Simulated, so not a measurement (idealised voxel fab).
The document below concerns the process module designated voxel self aligned contacts.
cross-section cut | 210 nm wide | cells 5 nm
A cross-section is a grid of square cells, given in bands from the top down. A band is one or more rows of cells. Top, bottom (nm), then materials left to right with widths (nm); lone material tagged "edge to edge" fills the whole band edge to edge; "empty" = empty space. For the purposes of this specification, 0 denotes the height below which the wafer in its as-received condition is composed wholly of one material, and the lowermost band, lacking a lower limit, extends downward without end, as expressed in "0 nm and below". A width given as "30->40" starts at the first number in the band's top row and ends at the second number in its bottom row, shifting by an equal amount at every step from row to row. "changes: none" (step): cross-section cells unchanged, all of them. Empty spaces counting at least 8 cells and having no open way to the top are listed in "Listed closed voids". The notation width x height at distance is used for each, the distance being from the left edge and all three values in nm. Anything after a step's settings on that line? It's the simulator's own note about the step. overlay nm: mask right of planned place by this much (step with mask). Neg. = left.
PLANNED PROCESS STEPS
- 1: RECEIVE: material Si
- 2: OXIDIZE: depth nm 5
- 3: DIRECTIONAL_DEP: material polySi, thk nm 25
- 4: DIRECTIONAL_DEP: material SiN, thk nm 15
- 5: DIRECTIONAL_DEP: material aC, thk nm 10
- 6: PATTERN: tone cover, mask id GATE, material resist, width nm 25, pitch nm 55, thk nm 25, overlay nm 0
- 7: DIRECTIONAL_ETCH: etch materials aC, depth nm 10
- 8: STRIP: etch materials resist
- 9: DIRECTIONAL_ETCH: etch materials SiN, depth nm 15
- 10: DIRECTIONAL_ETCH: etch materials polySi, depth nm 30
- 11: STRIP: etch materials aC
- 12: CONFORMAL_DEP: material SiN, thk nm 5
- 13: DIRECTIONAL_ETCH: etch materials SiN, depth nm 5
- 14: FILL_DEP: material SiO2, thk nm 15
- 15: CMP: height nm 55
- 16: PATTERN: tone open, mask id CONTACT, material resist, width nm 40, pitch nm 55, thk nm 20, overlay nm 0
- 17: DIRECTIONAL_ETCH: etch materials SiO2, depth nm 60
- 18: STRIP: etch materials resist
- 19: CONFORMAL_DEP: material TiN, thk nm 5
- 20: FILL_DEP: material Ru, thk nm 10
- 21: CMP: height nm 55
- 22: CONFORMAL_DEP: material SiN, thk nm 5
The value of thk nm given for step 3 in the plan refers to the first wafer; the wafers vary in this setting and are alike at the start.
CROSS-SECTION: THE FIRST OF SEVERAL WAFERS IN ITS AS-RECEIVED STATE, I.E. FOLLOWING STEP 1
  0 nm and below = Si edge to edge
  Listed closed voids: none
PER WAFER (ROW), END OF MODULE: DELTA IN CELLS PER MATERIAL SINCE RECEIPT, (+) FOR GAINED, (-) FOR LOST; CLOSED VOIDS AFTER THAT
thk nm 25, +60 Ru, -42 Si, +135 SiN, +216 SiO2, +60 TiN, +75 polySi, Listed closed voids: none
thk nm 30, +52 Ru, -42 Si, +141 SiN, +203 SiO2, +60 TiN, +90 polySi, Listed closed voids: none
thk nm 35, +36 Ru, -42 Si, +141 SiN, +185 SiO2, +52 TiN, +132 polySi, Listed closed voids: none
thk nm 40, +32 Ru, -42 Si, +141 SiN, +159 SiO2, +40 TiN, +174 polySi, Listed closed voids: none
thk nm 45, +28 Ru, -42 Si, +120 SiN, +146 SiO2, +36 TiN, +216 polySi, Listed closed voids: none
